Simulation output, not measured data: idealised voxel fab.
Process module, titled voxel spacer lines
Cross-section cut: width 265 nm, square cells of 5 nm.
We lay out every cross-section as a grid of square cells and spell it out in bands from the top down, where one band means one or more rows of cells. Look at the band entry: it leads with the top's height and the bottom's height in nm. Then it lists the materials left to right, with a width in nm for each. The word "edge to edge" on a single material says that material fills the band edge to edge. The word "empty" is empty space. Height reference: 0 = level under which incoming wafer is all one material. Lowest band: no bottom, runs on downward, e.g. "top 0, no bottom". A width such as "30..40" changes by the same amount from each row of cells to the next, from the band's top row to its bottom row. Where the words "nothing was modified" appear for a step, the cross-section shows no cell changed by that step; every cell remained as before. Heads up: "Entrapped void list" only lists the empty pockets with no open path to the top that are 8 cells or more, and it writes them as width x height at distance, distance from the left edge, in nm. That trailing text on a step's line, after the settings, is the simulator's own remark on the step. "overlay nm", when on a step's line for a step with a mask, measures how far to the right of its planned place the mask lay; a negative measure means to the left.

### Process steps - plan
1) RECEIVE (material Si)
2) CONFORMAL_DEP (material Al2O3; thk nm 5)
3) DIRECTIONAL_DEP (material W; thk nm 20)
4) DIRECTIONAL_DEP (material polySi; thk nm 25)
5) PATTERN (tone cover; mask id MANDREL; material resist; width nm 25; pitch nm 80; thk nm 30; overlay nm 0)
6) DIRECTIONAL_ETCH (etch materials polySi; depth nm 25)
7) STRIP (etch materials resist)
8) CONFORMAL_DEP (material SiN; thk nm 15)
9) DIRECTIONAL_ETCH (etch materials SiN; depth nm 15)
10) STRIP (etch materials polySi)
11) DIRECTIONAL_ETCH (etch materials W; depth nm 20)
12) STRIP (etch materials SiN)
13) FILL_DEP (material SiO2; thk nm 5)
14) CMP (height nm 25)

### Received-state cross-section, reflecting completion of step 1
	top 0, no bottom  Si edge to edge
	Entrapped void list: none

### first wafer at the end, as planned
	top 25, bottom 5  25 nm SiO2, then 15 nm W, then 25 nm SiO2, then 15 nm W, then 25 nm SiO2, then 15 nm W, then 25 nm SiO2, then 15 nm W, then 25 nm SiO2, then 15 nm W, then 25 nm SiO2, then 15 nm W, then 25 nm SiO2
	top 5, bottom 0  Al2O3 edge to edge
	top 0, no bottom  Si edge to edge
	Entrapped void list: none

### Second wafer through the module, sectioned at the end: same beginning and same plan as the first wafer, with one mistake in carrying it out
	top 25, bottom 5  25 nm polySi, then 15 nm W, then 25 nm polySi, then 15 nm W, then 25 nm polySi, then 15 nm W, then 25 nm polySi, then 15 nm W, then 25 nm polySi, then 15 nm W, then 25 nm polySi, then 15 nm W, then 25 nm polySi
	top 5, bottom 0  Al2O3 edge to edge
	top 0, no bottom  Si edge to edge
	Entrapped void list: none
It is concluded that the wafer was processed incorrectly with respect to the plan, in that contrary to plan, step 13 was performed as FILL_DEP (material polySi; thk nm 5)
Count the cells at the end and the second wafer has more or fewer of some materials than the first: SiO2: 140 fewer; polySi: 140 more
